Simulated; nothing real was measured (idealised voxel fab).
This is a process module. Its name is voxel quadruple lines.
Displayed cross-section: cut, width of 270 nm, square cells sized 5 nm.
How to read a cross-section here: the picture is a grid of square cells, written as bands going from the top down, and any band can span one or more rows of cells. Band: top height; bottom height; in nm. Then, left to right: material with width in nm, for each material. "everywhere": a single material spanning edge to edge. "blank": empty space. Heights are expressed relative to 0, this being the level below which the as-received wafer comprises one material exclusively. The lowest band is unbounded in the downward direction and is denoted as in "from 0 down". Quick explanation for "30..40": the width changes in equal steps down the rows of cells, from the first number in the band's top row to the second number in its bottom row. Basically "remained the same" means that step didn't change any cell in the cross-section. In "Enclosed void list" the enclosed voids are listed, meaning empty spaces of 8 cells or larger without any opening to the top. The form is width x height at distance, distance from the left edge, units nm. That trailing text on a step's line, after the settings, is the simulator's own remark on the step. overlay nm: right-of-plan distance of the mask on a masked step; negative values mean left-of-plan.
plan:
1. RECEIVE, material Si
2. CONFORMAL_DEP, material SiO2, thk nm 10
3. DIRECTIONAL_DEP, material TiN, thk nm 10
4. DIRECTIONAL_DEP, material polySi, thk nm 15
5. DIRECTIONAL_DEP, material aC, thk nm 20
6. PATTERN, tone cover, mask id MANDREL, material resist, width nm 35, thk nm 30, overlay nm 0
7. DIRECTIONAL_ETCH, etch materials aC, depth nm 20
8. STRIP, etch materials resist
9. CONFORMAL_DEP, material SiO2, thk nm 15
10. DIRECTIONAL_ETCH, etch materials SiO2, depth nm 15
11. STRIP, etch materials aC
12. DIRECTIONAL_ETCH, etch materials polySi, depth nm 15
13. STRIP, etch materials SiO2
14. CONFORMAL_DEP, material SiN, thk nm 10
15. DIRECTIONAL_ETCH, etch materials SiN, depth nm 10
16. STRIP, etch materials polySi
17. DIRECTIONAL_ETCH, etch materials TiN, depth nm 10
18. STRIP, etch materials SiN
19. FILL_DEP, material SiO2, thk nm 5
20. CMP, height nm 20
As received (post step 1): cross-section:
> from 0 down: Si everywhere
> Enclosed void list: none
As-planned run: cross-section of the first of two wafers at end of module:
> from 20 to 10: SiO2 (90) / TiN (10) / SiO2 (15) / TiN (10) / SiO2 (15) / TiN (10) / SiO2 (15) / TiN (10) / SiO2 (95)
> from 10 to 0: SiO2 everywhere
> from 0 down: Si everywhere
> Enclosed void list: none
Cross-sectional image of the second wafer of the two following completion of the module. Starting state and process plan were the same as for the first wafer; one execution error occurred:
> from 20 to 10: SiO2 (90) / TiN (10) / SiO2 (15) / TiN (10) / SiO2 (15) / TiN (10) / SiO2 (15) / TiN (10) / SiO2 (95)
> from 10 to 0: polySi everywhere
> from 0 down: Si everywhere
> Enclosed void list: none
So what did we get wrong on this run? contrary to plan, step 2 was performed as CONFORMAL_DEP, material polySi, thk nm 10
Wafer comparison, final, in cells, second relative to first, materials more or fewer: SiO2 -108 | polySi +108
